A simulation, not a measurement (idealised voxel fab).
Process module name: voxel transistor to metal
Cross-sectional view cut (width: 185 nm; square cell size: 5 nm).
In what follows, cross-sections appear as grids of square cells, described through bands that run from the top down, where every band is one or more rows of cells. For a band, the entry starts with two heights in nm, that of the top and then that of the bottom, and carries on with the band's materials in order from left to right, each alongside its width in nm; the word "everywhere" beside a single material means it fills the band edge to edge, and "empty" means empty space. Height 0 is the level under which the wafer as received is all one material. The lowest band goes on downwards, as in "from 0 down". Per-row width for "30->40": begins at first number (top row of band), ends at second number (bottom row), increment between rows held constant. It should be understood that the words "remained the same", when stated for a given step, signify that the cross-section underwent no change in any of its cells during that step. In "Enclosed internal voids" the enclosed voids are listed, meaning empty spaces of 8 cells or larger without any opening to the top. The form is width x height at distance, distance from the left edge, units nm. On each step's line, the part that comes after the settings is the simulator's own comment on the step. Among the settings permitted on a step's line is "overlay nm"; applied to a step with a mask, it specifies the extent to which the mask lay to the right of its planned position, whereas a negative figure signifies a position to the left.
## Process steps (planned)
| 1 | RECEIVE: material Si |
| 2 | CONFORMAL_DEP: material SiO2, thk nm 5 |
| 3 | CONFORMAL_DEP: material SiN, thk nm 10 |
| 4 | DIRECTIONAL_DEP: material aC, thk nm 10 |
| 5 | PATTERN: tone cover, mask id ACTIVE, material resist, width nm 95, thk nm 30, overlay nm 0 |
| 6 | DIRECTIONAL_ETCH: etch materials aC, depth nm 10 |
| 7 | STRIP: etch materials resist |
| 8 | DIRECTIONAL_ETCH: etch materials SiN, depth nm 10 |
| 9 | DIRECTIONAL_ETCH: etch materials SiO2, depth nm 5 |
| 10 | DIRECTIONAL_ETCH: etch materials Si, depth nm 25 |
| 11 | STRIP: etch materials aC |
| 12 | FILL_DEP: material SiO2, thk nm 15 |
| 13 | CMP: height nm 15 |
| 14 | SELECTIVE_ETCH: etch materials SiO2, depth nm 5 |
| 15 | STRIP: etch materials SiN |
| 16 | SELECTIVE_ETCH: etch materials SiO2, depth nm 5 |
| 17 | OXIDIZE: depth nm 5 |
| 18 | DIRECTIONAL_DEP: material polySi, thk nm 25 |
| 19 | DIRECTIONAL_DEP: material SiCN, thk nm 15 |
| 20 | MASKED_ETCH: tone cover, mask id GATE, width nm 25, etch materials SiCN, depth nm 25, overlay nm 0 |
| 21 | MASKED_ETCH: tone cover, mask id GATE, width nm 25, etch materials polySi, depth nm 35, overlay nm 0 |
| 22 | CONFORMAL_DEP: material SiN, thk nm 5 |
| 23 | DIRECTIONAL_ETCH: etch materials SiN, depth nm 5 |
| 24 | DIRECTIONAL_ETCH: etch materials SiO2, depth nm 5 |
| 25 | EPI: material SiGe, thk nm 5 |
| 26 | FILL_DEP: material SiO2, thk nm 10 |
| 27 | CMP: height nm 25 |
| 28 | STRIP: etch materials polySi |
| 29 | SELECTIVE_ETCH: etch materials SiO2, depth nm 5 |
| 30 | CONFORMAL_DEP: material HfO2, thk nm 5 |
| 31 | CONFORMAL_DEP: material TiN, thk nm 5 |
| 32 | FILL_DEP: material W, thk nm 10 |
| 33 | CMP: height nm 20 |
| 34 | DIRECTIONAL_DEP: material SiO2, thk nm 15 |
| 35 | MASKED_ETCH: tone open, mask id CONTACT, width nm 15, pitch nm 70, etch materials SiO2, depth nm 35, overlay nm 0 |
| 36 | CONFORMAL_DEP: material TiN, thk nm 5 |
| 37 | FILL_DEP: material Ru, thk nm 5 |
| 38 | CMP: height nm 35 |
| 39 | DIRECTIONAL_DEP: material TiN, thk nm 5 |
| 40 | DIRECTIONAL_DEP: material Ru, thk nm 15 |
| 41 | MASKED_ETCH: tone cover, mask id METAL_1, width nm 15, pitch nm 70, etch materials Ru, depth nm 15, overlay nm 0 |
| 42 | MASKED_ETCH: tone cover, mask id METAL_1, width nm 15, pitch nm 70, etch materials TiN, depth nm 5, overlay nm 0 |
| 43 | CONFORMAL_DEP: material SiCN, thk nm 5 |
| 44 | FILL_DEP: material lowk, thk nm 5 |
| 45 | CMP: height nm 55 |
| 46 | CONFORMAL_DEP: material SiCN, thk nm 5 |
| 47 | DIRECTIONAL_DEP: material lowk, thk nm 25 |
| 48 | DIRECTIONAL_DEP: material aC, thk nm 10 |
| 49 | PATTERN: tone open, mask id METAL_2, material resist, width nm 15, pitch nm 70, thk nm 30, overlay nm 0 |
| 50 | DIRECTIONAL_ETCH: etch materials aC, depth nm 10 |
| 51 | STRIP: etch materials resist |
| 52 | DIRECTIONAL_ETCH: etch materials lowk, depth nm 15 |
| 53 | STRIP: etch materials aC |
| 54 | MASKED_ETCH: tone open, mask id METAL_2_HOLES, width nm 15, pitch nm 70, etch materials lowk, depth nm 10, overlay nm 0 |
| 55 | MASKED_ETCH: tone open, mask id METAL_2_HOLES, width nm 15, pitch nm 70, etch materials SiCN, depth nm 5, overlay nm 0 |
| 56 | CONFORMAL_DEP: material TiN, thk nm 5 |
| 57 | FILL_DEP: material Cu, thk nm 5 |
| 58 | CMP: height nm 85 |
| 59 | CONFORMAL_DEP: material SiCN, thk nm 5 |
## Cross-section, incoming material, after step 1
* from 0 down: Si everywhere
* Enclosed internal voids: none
## The plan above was carried out on the starting structure above with one mistake, and this cross-section shows the wafer at the end of the module
* from 90 to 85: SiCN everywhere
* from 85 to 75: 50 lowk | 5 TiN | 10->5 Cu | 5->10 TiN | 50 lowk | 5 TiN | 10->5 Cu | 5->10 TiN | 45 lowk
* from 75 to 60: 50 lowk | 5 TiN | 5 Cu | 5 TiN | 55 lowk | 5 TiN | 5 Cu | 5 TiN | 50 lowk
* from 60 to 55: 50 SiCN | 15 TiN | 55 SiCN | 15 TiN | 50 SiCN
* from 55 to 40: 45 lowk | 5 SiCN | 15 Ru | 5 SiCN | 45 lowk | 5 SiCN | 15 Ru | 5 SiCN | 45 lowk
* from 40 to 35: 50 SiCN | 15 TiN | 55 SiCN | 15 TiN | 50 SiCN
* from 35 to 20: 50 SiO2 | 5 TiN | 5 Ru | 5 TiN | 55 SiO2 | 5 TiN | 5 Ru | 5 TiN | 50 SiO2
* from 20 to 5: 50 SiO2 | 5 TiN | 5 Ru | 5 TiN | 10 SiO2 | 5 SiN | 5 HfO2 | 5 TiN | 5 W | 5 TiN | 5 HfO2 | 5 SiN | 10 SiO2 | 5 TiN | 5 Ru | 5 TiN | 50 SiO2
* from 5 to 0: 40 SiO2 | 5 SiN | 5 SiO2 | 15 TiN | 10 SiO2 | 5 SiN | 5 HfO2 | 15 TiN | 5 HfO2 | 5 SiN | 10 SiO2 | 15 TiN | 5 SiO2 | 5 SiN | 40 SiO2
* from 0 to -5: 45 SiO2 | 30 SiGe | 35 HfO2 | 30 SiGe | 45 SiO2
* from -5 to -25: 45 SiO2 | 95 Si | 45 SiO2
* from -25 down: Si everywhere
* Enclosed internal voids: none
What was the processing mistake? step 54 changed vs plan, executed as MASKED_ETCH: tone open, mask id METAL_2_HOLES, width nm 20, pitch nm 70, etch materials lowk, depth nm 10, overlay nm 0
